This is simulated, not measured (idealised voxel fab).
Process module under the name voxel self aligned vias
Section shown: cut. Width: 205 nm. Cell size: 5 nm, square.
Notation: cross-section as square-cell grid; stated in bands, top first, going down; one or more cell rows per band.
What a band's entry tells you: where the top is and where the bottom is, as heights in nm, and after that what lies inside, material by material from left to right, each with its width in nm. Empty space is written as the word "air", and a single material marked with the word "all across" occupies the band from edge to edge.
Measure heights from 0. That's the level where, below it, the as-received wafer is all one material. The lowest band is bottomless and extends downward; write it as in "0 -> down".
Width: "30 to 40" (first number = top row, second number = bottom row, same change from row to row of cells).
Step note "no alteration" = no cross-section cell changed.
This entry, "Enclosed void list", enumerates those empty regions of no fewer than 8 cells that possess no open connection to the top. Each region is reported in the form width x height at distance, the distance being taken from the left edge, with all three quantities expressed in nm.
Formally, on a step line, whatever follows the settings is a remark that the simulator itself makes on the step.
"overlay nm", when on a step's line for a step with a mask, measures how far to the right of its planned place the mask lay; a negative measure means to the left.
[So here's the lineup of process steps we planned]
- 1: op RECEIVE | material Si
- 2: op CONFORMAL_DEP | material SiO2 | thk nm 10
- 3: op CONFORMAL_DEP | material SiCN | thk nm 5
- 4: op DIRECTIONAL_DEP | material lowk | thk nm 20
- 5: op PATTERN | tone open | mask id LINES | material resist | width nm 25 | pitch nm 65 | thk nm 20 | overlay nm -15
- 6: op DIRECTIONAL_ETCH | etch materials lowk | depth nm 20
- 7: op STRIP | etch materials resist
- 8: op CONFORMAL_DEP | material TiN | thk nm 5
- 9: op FILL_DEP | material Ru | thk nm 5
- 10: op CMP | height nm 35
- 11: op SELECTIVE_ETCH | etch materials W Ru TiN | depth nm 10
- 12: op FILL_DEP | material SiN | thk nm 5
- 13: op CMP | height nm 35
- 14: op DIRECTIONAL_DEP | material lowk | thk nm 15
- 15: op DIRECTIONAL_DEP | material aC | thk nm 10
- 16: op PATTERN | tone open | mask id VIAS | material resist | width nm 45 | thk nm 25 | overlay nm 0
- 17: op DIRECTIONAL_ETCH | etch materials aC | depth nm 10
- 18: op STRIP | etch materials resist
- 19: op DIRECTIONAL_ETCH | etch materials lowk | depth nm 15
- 20: op DIRECTIONAL_ETCH | etch materials SiN | depth nm 10
- 21: op STRIP | etch materials aC
- 22: op CONFORMAL_DEP | material TiN | thk nm 5
- 23: op FILL_DEP | material Cu | thk nm 5
- 24: op CMP | height nm 50
- 25: op CONFORMAL_DEP | material SiN | thk nm 5
varied across the wafers: overlay nm of step 5. The plan shows the first wafer's value. All wafers start alike
[Step 1 complete: as-received cross-section of the first of several wafers]
0 -> down: Si all across
Enclosed void list: none
[Here is the cross-section of the first of several wafers at the end of the module, after its last step, step 25]
55 -> 50: SiN all across
50 -> 40: 45 lowk | 5 TiN | 35 Cu | 5 TiN | 115 lowk
40 -> 35: 45 lowk | 5 TiN | 10 Cu | 30 TiN | 115 lowk
35 -> 30: 40 lowk | 5 SiN | 5 TiN | 10 Cu | 5 TiN | 40 lowk | 25 SiN | 75 lowk
30 -> 25: 40 lowk | 5 SiN | 20 TiN | 40 lowk | 25 SiN | 75 lowk
25 -> 20: 40 lowk | 5 TiN | 15 Ru | 5 TiN | 40 lowk | 5 TiN | 15 Ru | 5 TiN | 75 lowk
20 -> 15: 40 lowk | 25 TiN | 40 lowk | 25 TiN | 75 lowk
15 -> 10: SiCN all across
10 -> 0: SiO2 all across
0 -> down: Si all across
Enclosed void list: none
[The last wafer as seen in cross-section at the end of the module]
55 -> 50: SiN all across
50 -> 40: 45 lowk | 5 TiN | 35 Cu | 5 TiN | 115 lowk
40 -> 35: 45 lowk | 30 TiN | 10 Cu | 5 TiN | 115 lowk
35 -> 30: 70 lowk | 5 TiN | 10 Cu | 5 TiN | 5 SiN | 40 lowk | 25 SiN | 45 lowk
30 -> 25: 70 lowk | 20 TiN | 5 SiN | 40 lowk | 25 SiN | 45 lowk
25 -> 20: 70 lowk | 5 TiN | 15 Ru | 5 TiN | 40 lowk | 5 TiN | 15 Ru | 5 TiN | 45 lowk
20 -> 15: 70 lowk | 25 TiN | 40 lowk | 25 TiN | 45 lowk
15 -> 10: SiCN all across
10 -> 0: SiO2 all across
0 -> down: Si all across
Enclosed void list: none
[wafer rows; end of module; cells per material since receipt: (+) gained, (-) lost; then closed voids]
overlay nm -15 | +18 Cu | +6 Ru | +41 SiCN | +53 SiN | +82 SiO2 | +31 TiN | +220 lowk | Enclosed void list: none
overlay nm -10 | +20 Cu | +6 Ru | +41 SiCN | +51 SiN | +82 SiO2 | +31 TiN | +220 lowk | Enclosed void list: none
overlay nm -5 | +20 Cu | +6 Ru | +41 SiCN | +51 SiN | +82 SiO2 | +31 TiN | +220 lowk | Enclosed void list: none
overlay nm 0 | +20 Cu | +6 Ru | +41 SiCN | +51 SiN | +82 SiO2 | +31 TiN | +220 lowk | Enclosed void list: none
overlay nm 5 | +20 Cu | +6 Ru | +41 SiCN | +51 SiN | +82 SiO2 | +31 TiN | +220 lowk | Enclosed void list: none
overlay nm 10 | +20 Cu | +6 Ru | +41 SiCN | +51 SiN | +82 SiO2 | +31 TiN | +220 lowk | Enclosed void list: none
overlay nm 15 | +18 Cu | +6 Ru | +41 SiCN | +53 SiN | +82 SiO2 | +31 TiN | +220 lowk | Enclosed void list: none
